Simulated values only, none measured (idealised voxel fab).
Title: Process Module voxel tone inversion
Xsec cut, 175 nm wide, square cell size 5 nm.
Square cells in a grid make up a cross-section in this document, and the grid is given as bands, listed from the top down, each one or more rows of cells.
For a band, the entry starts with two heights in nm, that of the top and then that of the bottom, and carries on with the band's materials in order from left to right, each alongside its width in nm; the word "all across" beside a single material means it fills the band edge to edge, and "blank" means empty space.
Height 0 is the level under which the wafer as received is all one material. The lowest band goes on downwards, as in "0 nm and below".
A width given as "30 to 40" starts at the first number in the band's top row and ends at the second number in its bottom row, shifting by an equal amount at every step from row to row.
The cross-section has no changed cell in any step marked "remains unaltered".
In the "Trapped cavities" entry, you get each enclosed empty space of 8 cells or more, one with no open way to the top, written width x height at distance, distance from the left edge, in nm.
Text after the settings on a step's line: the simulator's own remark on that step.
The optional step-line setting "overlay nm" applies to steps with a mask and quantifies how far to the right of its planned location the mask lay, a negative value indicating leftward placement.
Process steps foreseen in the plan:
1. RECEIVE with material Si
2. CONFORMAL_DEP with material SiCN, thk nm 5
3. DIRECTIONAL_DEP with material aC, thk nm 25
4. PATTERN with tone cover, mask id POSTS, material resist, width nm 25, pitch nm 55, thk nm 35, overlay nm 0
5. DIRECTIONAL_ETCH with etch materials aC, depth nm 25
6. STRIP with etch materials resist
7. FILL_DEP with material SiO2, thk nm 5
8. CMP with height nm 30
9. STRIP with etch materials aC
Cross-sectional view of the wafer in its as-received condition, corresponding to the state after step 1:
- 0 nm and below: Si all across
- Trapped cavities: none
First of two wafers at the end of the module, shown in cross-section; run carried out as planned:
- 30 nm to 5 nm: 20 of SiO2, 25 of blank, 30 of SiO2, 25 of blank, 30 of SiO2, 25 of blank, 20 of SiO2
- 5 nm to 0 nm: SiCN all across
- 0 nm and below: Si all across
- Trapped cavities: none
Cross-section, wafer two of two, end of module: same start and plan as wafer one, one error in execution:
- 30 nm to 5 nm: 25 of SiO2, 25 of blank, 30 of SiO2, 25 of blank, 30 of SiO2, 25 of blank, 15 of SiO2
- 5 nm to 0 nm: SiCN all across
- 0 nm and below: Si all across
- Trapped cavities: none
Which mistake was made when the wafer was run? step 4 went in with a setting other than planned; the actual run was PATTERN with tone cover, mask id POSTS, material resist, width nm 25, pitch nm 55, thk nm 35, overlay nm 5
Cell counts per material: same on both final wafers. Positions: different.
